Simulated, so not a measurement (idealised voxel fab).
voxel ribs on slabs: a process module
In the cross-section labelled cut, the width is 235 nm and each square cell is 5 nm.
Just so we're on the same page, the cross-sections are grids of square cells, and they're listed out in bands top to bottom, each band one or more rows deep. Heads up on the band format: heights come first, top then bottom, in nm. After that it's the materials left to right, each with its width in nm. A single material flagged "edge to edge" fills the whole band edge to edge, and "empty" means there's empty space there. The level at which height equals 0 is the one under which the wafer, as it arrives, is entirely one material. No lower edge exists for the bottom band, which continues downward and is notated as in "z 0 and below". A width such as "30 to 40" changes by the same amount from each row of cells to the next, from the band's top row to its bottom row. "nothing changed", as given for a step, is the statement that not any cell of the cross-section underwent a change during that step. For the entry "Sealed internal cavities", the listed items are empty spaces with no open way to the top whose size is 8 cells or more; each item follows the pattern width x height at distance, where distance is from the left edge and all three are in nm. after a step's settings: what the simulator itself notes on the step. What "overlay nm" on a step's line means: if the step has a mask, that mask lay this far to the right of its planned place, or, when the value is negative, to the left.

So here's the lineup of process steps we planned:
1. RECEIVE | material Si
2. DIRECTIONAL_DEP | material SiO2 | thk nm 30
3. DIRECTIONAL_DEP | material SiN | thk nm 20
4. PATTERN | tone cover | mask id RIB | material resist | width nm 20 | thk nm 20 | overlay nm 0
5. DIRECTIONAL_ETCH | etch materials SiN | depth nm 10
6. STRIP | etch materials resist
7. PATTERN | tone cover | mask id SLAB | material resist | width nm 50 | thk nm 20 | overlay nm 0
8. DIRECTIONAL_ETCH | etch materials SiN | depth nm 10
9. STRIP | etch materials resist
10. FILL_DEP | material SiO2 | thk nm 15
11. CMP | height nm 60
12. DIRECTIONAL_DEP | material TiN | thk nm 10
13. DIRECTIONAL_DEP | material aC | thk nm 10
14. PATTERN | tone cover | mask id HEATER | material resist | width nm 30 | thk nm 30 | overlay nm 0
15. DIRECTIONAL_ETCH | etch materials aC | depth nm 10
16. STRIP | etch materials resist
17. DIRECTIONAL_ETCH | etch materials TiN | depth nm 10
18. STRIP | etch materials aC
19. CONFORMAL_DEP | material SiN | thk nm 5

Cross-section of the wafer as it came to us, i.e., already through step 1:
  z 0 and below = Si edge to edge
  Sealed internal cavities: none

First of two wafers, end-of-module section, run followed plan:
  z 75 to 70 = 95 empty, then 40 SiN, then 100 empty
  z 70 to 65 = 95 empty, then 5 SiN, then 30 TiN, then 5 SiN, then 100 empty
  z 65 to 60 = 100 SiN, then 30 TiN, then 105 SiN
  z 60 to 50 = SiO2 edge to edge
  z 50 to 40 = 105 SiO2, then 20 SiN, then 110 SiO2
  z 40 to 30 = 90 SiO2, then 50 SiN, then 95 SiO2
  z 30 to 0 = SiO2 edge to edge
  z 0 and below = Si edge to edge
  Sealed internal cavities: none

Second wafer at the end: like start, like plan, one mistake:
  z 75 to 70 = 95 empty, then 40 SiN, then 100 empty
  z 70 to 65 = 95 empty, then 5 SiN, then 30 TiN, then 5 SiN, then 100 empty
  z 65 to 60 = 100 SiN, then 30 TiN, then 105 SiN
  z 60 to 50 = 90 SiO2, then 50 SiN, then 95 SiO2
  z 50 to 30 = SiN edge to edge
  z 30 to 0 = SiO2 edge to edge
  z 0 and below = Si edge to edge
  Sealed internal cavities: none
Heads up, the wafer didn't run the way we planned it: step 3 of the plan was executed twice over
Bottom line after processing is that, in cells, the second wafer is up or down on some materials versus the first: SiN: 180 more, SiO2: 180 fewer
